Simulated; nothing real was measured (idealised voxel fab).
The process module that follows is named voxel wiring stack.
Section cut is 185 nm wide and gridded with 5 nm square cells.
Bands, listed from the top down, are how a cross-section gets written in this document; the cross-section itself is a grid of square cells, and a band is one or more rows of them.
Top height, bottom height, nm. Materials left to right, width each, nm. Single material + "edge to edge" = fills band edge to edge. "air" = empty.
Convention: height 0 is the level below which the wafer, as received, is all one material. The lowest band does not terminate at the bottom but continues downward, represented as "0 -> down".
With a width like "30 to 40", each row of cells in the band differs from the next by the same amount, the top row carrying the first number and the bottom row the second.
No cell of the cross-section changed in a step that is given as "changes: none".
"closed voids" specifies each empty space that is not open to the top and that occupies no fewer than 8 cells, using the form width x height at distance, the distance measured from the left edge and all three quantities in nm.
If you see something after the settings on a step's line, that's the simulator's own remark about that step.
overlay nm, on a step with a mask: how far to the right of its planned place the mask lay; to the left if negative
**The process steps that were planned are listed below**
- 1: op RECEIVE | material Si
- 2: op CONFORMAL_DEP | material SiO2 | thk nm 15
- 3: op CONFORMAL_DEP | material SiN | thk nm 5
- 4: op DIRECTIONAL_DEP | material lowk | thk nm 20
- 5: op PATTERN | tone open | mask id METAL_1 | material resist | width nm 20 | pitch nm 45 | thk nm 20 | overlay nm 0
- 6: op DIRECTIONAL_ETCH | etch materials lowk | depth nm 20
- 7: op DIRECTIONAL_ETCH | etch materials SiN | depth nm 5
- 8: op STRIP | etch materials resist
- 9: op CONFORMAL_DEP | material TiN | thk nm 5
- 10: op FILL_DEP | material Cu | thk nm 10
- 11: op CMP | height nm 40
- 12: op EPI | material Ru | thk nm 5
- 13: op FILL_DEP | material SiCN | thk nm 5
- 14: op DIRECTIONAL_DEP | material lowk | thk nm 20
- 15: op MASKED_ETCH | tone open | mask id PLUG_1 | width nm 15 | pitch nm 90 | etch materials lowk | depth nm 20 | overlay nm 0
- 16: op MASKED_ETCH | tone open | mask id PLUG_1 | width nm 15 | pitch nm 90 | etch materials SiCN | depth nm 5 | overlay nm 0
- 17: op CONFORMAL_DEP | material TiN | thk nm 5
- 18: op FILL_DEP | material W | thk nm 5
- 19: op CMP | height nm 70
- 20: op DIRECTIONAL_DEP | material TiN | thk nm 5
- 21: op DIRECTIONAL_DEP | material Ru | thk nm 25
- 22: op DIRECTIONAL_DEP | material aC | thk nm 10
- 23: op PATTERN | tone cover | mask id METAL_2 | material resist | width nm 20 | pitch nm 45 | thk nm 30 | overlay nm 0
- 24: op DIRECTIONAL_ETCH | etch materials aC | depth nm 10
- 25: op STRIP | etch materials resist
- 26: op DIRECTIONAL_ETCH | etch materials Ru | depth nm 25
- 27: op DIRECTIONAL_ETCH | etch materials TiN | depth nm 5
- 28: op STRIP | etch materials aC
- 29: op FILL_DEP | material SiO2 | thk nm 10
- 30: op CMP | height nm 100
- 31: op CONFORMAL_DEP | material SiCN | thk nm 5
**What follows covers the first of two wafers; it ran as planned**
**as received, after step 1**
0 -> down = Si edge to edge
closed voids: none
**Cross-section of the wafer after step 2**
15 -> 0 = SiO2 edge to edge
Below 0, no change.
**Cross-section of the wafer after step 3**
20 -> 15 = SiN edge to edge
Below 15, no change.
**Cross-section of the wafer after step 4**
40 -> 20 = lowk edge to edge
Below 20, no change.
**Cross-section of the wafer after step 5**
60 -> 40 = resist (35)  air (20)  resist (25)  air (20)  resist (25)  air (20)  resist (40)
Below 40, no change.
**Cross-section of the wafer after step 6**
60 -> 40 = resist (35)  air (20)  resist (25)  air (20)  resist (25)  air (20)  resist (40)
40 -> 20 = lowk (35)  air (20)  lowk (25)  air (20)  lowk (25)  air (20)  lowk (40)
Below 20, no change.
**Cross-section of the wafer after step 7**
60 -> 40 = resist (35)  air (20)  resist (25)  air (20)  resist (25)  air (20)  resist (40)
40 -> 20 = lowk (35)  air (20)  lowk (25)  air (20)  lowk (25)  air (20)  lowk (40)
20 -> 15 = SiN (35)  air (20)  SiN (25)  air (20)  SiN (25)  air (20)  SiN (40)
Below 15, no change.
**Cross-section of the wafer after step 8**
40 -> 20 = lowk (35)  air (20)  lowk (25)  air (20)  lowk (25)  air (20)  lowk (40)
Below 20, no change.
**Cross-section of the wafer after step 9**
45 -> 40 = TiN (40)  air (10)  TiN (35)  air (10)  TiN (35)  air (10)  TiN (45)
40 -> 20 = lowk (35)  TiN (5)  air (10)  TiN (5)  lowk (25)  TiN (5)  air (10)  TiN (5)  lowk (25)  TiN (5)  air (10)  TiN (5)  lowk (40)
20 -> 15 = SiN (35)  TiN (20)  SiN (25)  TiN (20)  SiN (25)  TiN (20)  SiN (40)
Below 15, no change.
**Cross-section of the wafer after step 10**
55 -> 45 = Cu edge to edge
45 -> 40 = TiN (40)  Cu (10)  TiN (35)  Cu (10)  TiN (35)  Cu (10)  TiN (45)
40 -> 20 = lowk (35)  TiN (5)  Cu (10)  TiN (5)  lowk (25)  TiN (5)  Cu (10)  TiN (5)  lowk (25)  TiN (5)  Cu (10)  TiN (5)  lowk (40)
Below 20, no change.
**Cross-section of the wafer after step 11**
40 -> 20 = lowk (35)  TiN (5)  Cu (10)  TiN (5)  lowk (25)  TiN (5)  Cu (10)  TiN (5)  lowk (25)  TiN (5)  Cu (10)  TiN (5)  lowk (40)
Below 20, no change.
**Cross-section of the wafer after step 12**
45 -> 40 = air (30)  Ru (30)  air (15)  Ru (30)  air (15)  Ru (30)  air (35)
Below 40, no change.
**Cross-section of the wafer after step 13**
50 -> 45 = SiCN edge to edge
45 -> 40 = SiCN (30)  Ru (30)  SiCN (15)  Ru (30)  SiCN (15)  Ru (30)  SiCN (35)
Below 40, no change.
**Cross-section of the wafer after step 14**
70 -> 50 = lowk edge to edge
Below 50, no change.
**Cross-section of the wafer after step 15**
70 -> 50 = lowk (35)  air (15)  lowk (75)  air (15)  lowk (45)
Below 50, no change.
**Cross-section of the wafer after step 16**
70 -> 50 = lowk (35)  air (15)  lowk (75)  air (15)  lowk (45)
50 -> 45 = SiCN (35)  air (15)  SiCN (75)  air (15)  SiCN (45)
Below 45, no change.
**Cross-section of the wafer after step 17**
75 -> 70 = TiN (40)  air (5)  TiN (85)  air (5)  TiN (50)
70 -> 50 = lowk (35)  TiN (5)  air (5)  TiN (5)  lowk (75)  TiN (5)  air (5)  TiN (5)  lowk (45)
50 -> 45 = SiCN (35)  TiN (15)  SiCN (75)  TiN (15)  SiCN (45)
Below 45, no change.
**Cross-section of the wafer after step 18**
80 -> 75 = W edge to edge
75 -> 70 = TiN (40)  W (5)  TiN (85)  W (5)  TiN (50)
70 -> 50 = lowk (35)  TiN (5)  W (5)  TiN (5)  lowk (75)  TiN (5)  W (5)  TiN (5)  lowk (45)
Below 50, no change.
**Cross-section of the wafer after step 19**
70 -> 50 = lowk (35)  TiN (5)  W (5)  TiN (5)  lowk (75)  TiN (5)  W (5)  TiN (5)  lowk (45)
Below 50, no change.
**Cross-section of the wafer after step 20**
75 -> 70 = TiN edge to edge
Below 70, no change.
**Cross-section of the wafer after step 21**
100 -> 75 = Ru edge to edge
Below 75, no change.
**Cross-section of the wafer after step 22**
110 -> 100 = aC edge to edge
Below 100, no change.
**Cross-section of the wafer after step 23**
140 -> 110 = air (35)  resist (20)  air (25)  resist (20)  air (25)  resist (20)  air (40)
Below 110, no change.
**Cross-section of the wafer after step 24**
130 -> 110 = air (35)  resist (20)  air (25)  resist (20)  air (25)  resist (20)  air (40)
110 -> 100 = air (35)  aC (20)  air (25)  aC (20)  air (25)  aC (20)  air (40)
Below 100, no change.
**Cross-section of the wafer after step 25**
110 -> 100 = air (35)  aC (20)  air (25)  aC (20)  air (25)  aC (20)  air (40)
Below 100, no change.
**Cross-section of the wafer after step 26**
110 -> 100 = air (35)  aC (20)  air (25)  aC (20)  air (25)  aC (20)  air (40)
100 -> 75 = air (35)  Ru (20)  air (25)  Ru (20)  air (25)  Ru (20)  air (40)
Below 75, no change.
**Cross-section of the wafer after step 27**
110 -> 100 = air (35)  aC (20)  air (25)  aC (20)  air (25)  aC (20)  air (40)
100 -> 75 = air (35)  Ru (20)  air (25)  Ru (20)  air (25)  Ru (20)  air (40)
75 -> 70 = air (35)  TiN (20)  air (25)  TiN (20)  air (25)  TiN (20)  air (40)
Below 70, no change.
**Cross-section of the wafer after step 28**
100 -> 75 = air (35)  Ru (20)  air (25)  Ru (20)  air (25)  Ru (20)  air (40)
Below 75, no change.
**Cross-section of the wafer after step 29**
110 -> 100 = SiO2 edge to edge
100 -> 75 = SiO2 (35)  Ru (20)  SiO2 (25)  Ru (20)  SiO2 (25)  Ru (20)  SiO2 (40)
75 -> 70 = SiO2 (35)  TiN (20)  SiO2 (25)  TiN (20)  SiO2 (25)  TiN (20)  SiO2 (40)
Below 70, no change.
**Cross-section of the wafer after step 30**
100 -> 75 = SiO2 (35)  Ru (20)  SiO2 (25)  Ru (20)  SiO2 (25)  Ru (20)  SiO2 (40)
Below 75, no change.
**Cross-section of the wafer after step 31**
105 -> 100 = SiCN edge to edge
Below 100, no change.
**Wafer two of two - same starting point, same process plan, one mistake in execution; matches wafer one up to and including step 9**
**Cross-section of the second wafer corresponding to the planned conclusion of step 10**
55 -> 45 = aC edge to edge
45 -> 40 = TiN (40)  aC (10)  TiN (35)  aC (10)  TiN (35)  aC (10)  TiN (45)
40 -> 20 = lowk (35)  TiN (5)  aC (10)  TiN (5)  lowk (25)  TiN (5)  aC (10)  TiN (5)  lowk (25)  TiN (5)  aC (10)  TiN (5)  lowk (40)
Below 20, no change.
**Cross-section of the second wafer corresponding to the planned conclusion of step 11**
40 -> 20 = lowk (35)  TiN (5)  aC (10)  TiN (5)  lowk (25)  TiN (5)  aC (10)  TiN (5)  lowk (25)  TiN (5)  aC (10)  TiN (5)  lowk (40)
Below 20, no change.
**Cross-section of the second wafer corresponding to the planned conclusion of step 12**
45 -> 40 = air (30)  Ru (30)  air (15)  Ru (30)  air (15)  Ru (30)  air (35)
Below 40, no change.
**Cross-section of the second wafer corresponding to the planned conclusion of step 13**
50 -> 45 = SiCN edge to edge
45 -> 40 = SiCN (30)  Ru (30)  SiCN (15)  Ru (30)  SiCN (15)  Ru (30)  SiCN (35)
Below 40, no change.
**Cross-section of the second wafer corresponding to the planned conclusion of step 14**
70 -> 50 = lowk edge to edge
Below 50, no change.
**Cross-section of the second wafer corresponding to the planned conclusion of step 15**
70 -> 50 = lowk (35)  air (15)  lowk (75)  air (15)  lowk (45)
Below 50, no change.
**Cross-section of the second wafer corresponding to the planned conclusion of step 16**
70 -> 50 = lowk (35)  air (15)  lowk (75)  air (15)  lowk (45)
50 -> 45 = SiCN (35)  air (15)  SiCN (75)  air (15)  SiCN (45)
Below 45, no change.
**Cross-section of the second wafer corresponding to the planned conclusion of step 17**
75 -> 70 = TiN (40)  air (5)  TiN (85)  air (5)  TiN (50)
70 -> 50 = lowk (35)  TiN (5)  air (5)  TiN (5)  lowk (75)  TiN (5)  air (5)  TiN (5)  lowk (45)
50 -> 45 = SiCN (35)  TiN (15)  SiCN (75)  TiN (15)  SiCN (45)
Below 45, no change.
**Cross-section of the second wafer corresponding to the planned conclusion of step 18**
80 -> 75 = W edge to edge
75 -> 70 = TiN (40)  W (5)  TiN (85)  W (5)  TiN (50)
70 -> 50 = lowk (35)  TiN (5)  W (5)  TiN (5)  lowk (75)  TiN (5)  W (5)  TiN (5)  lowk (45)
Below 50, no change.
**Cross-section of the second wafer corresponding to the planned conclusion of step 19**
70 -> 50 = lowk (35)  TiN (5)  W (5)  TiN (5)  lowk (75)  TiN (5)  W (5)  TiN (5)  lowk (45)
Below 50, no change.
**Cross-section of the second wafer corresponding to the planned conclusion of step 20**
75 -> 70 = TiN edge to edge
Below 70, no change.
**Cross-section of the second wafer corresponding to the planned conclusion of step 21**
100 -> 75 = Ru edge to edge
Below 75, no change.
**Cross-section of the second wafer corresponding to the planned conclusion of step 22**
110 -> 100 = aC edge to edge
Below 100, no change.
**Cross-section of the second wafer corresponding to the planned conclusion of step 23**
140 -> 110 = air (35)  resist (20)  air (25)  resist (20)  air (25)  resist (20)  air (40)
Below 110, no change.
**Cross-section of the second wafer corresponding to the planned conclusion of step 24**
130 -> 110 = air (35)  resist (20)  air (25)  resist (20)  air (25)  resist (20)  air (40)
110 -> 100 = air (35)  aC (20)  air (25)  aC (20)  air (25)  aC (20)  air (40)
Below 100, no change.
**Cross-section of the second wafer corresponding to the planned conclusion of step 25**
110 -> 100 = air (35)  aC (20)  air (25)  aC (20)  air (25)  aC (20)  air (40)
Below 100, no change.
**Cross-section of the second wafer corresponding to the planned conclusion of step 26**
110 -> 100 = air (35)  aC (20)  air (25)  aC (20)  air (25)  aC (20)  air (40)
100 -> 75 = air (35)  Ru (20)  air (25)  Ru (20)  air (25)  Ru (20)  air (40)
Below 75, no change.
**Cross-section of the second wafer corresponding to the planned conclusion of step 27**
110 -> 100 = air (35)  aC (20)  air (25)  aC (20)  air (25)  aC (20)  air (40)
100 -> 75 = air (35)  Ru (20)  air (25)  Ru (20)  air (25)  Ru (20)  air (40)
75 -> 70 = air (35)  TiN (20)  air (25)  TiN (20)  air (25)  TiN (20)  air (40)
Below 70, no change.
**Cross-section of the second wafer corresponding to the planned conclusion of step 28**
100 -> 75 = air (35)  Ru (20)  air (25)  Ru (20)  air (25)  Ru (20)  air (40)
Below 75, no change.
**Cross-section of the second wafer corresponding to the planned conclusion of step 29**
110 -> 100 = SiO2 edge to edge
100 -> 75 = SiO2 (35)  Ru (20)  SiO2 (25)  Ru (20)  SiO2 (25)  Ru (20)  SiO2 (40)
75 -> 70 = SiO2 (35)  TiN (20)  SiO2 (25)  TiN (20)  SiO2 (25)  TiN (20)  SiO2 (40)
Below 70, no change.
**Cross-section of the second wafer corresponding to the planned conclusion of step 30**
100 -> 75 = SiO2 (35)  Ru (20)  SiO2 (25)  Ru (20)  SiO2 (25)  Ru (20)  SiO2 (40)
Below 75, no change.
**Cross-section of the second wafer corresponding to the planned conclusion of step 31**
105 -> 100 = SiCN edge to edge
Below 100, no change.
In executing the process, a mistake was made relative to the plan: off-plan run, step 10, actual operation and settings op FILL_DEP | material aC | thk nm 10
Materials where the second wafer ends with more or fewer cells than the first: Cu: 24 fewer | aC: 24 more
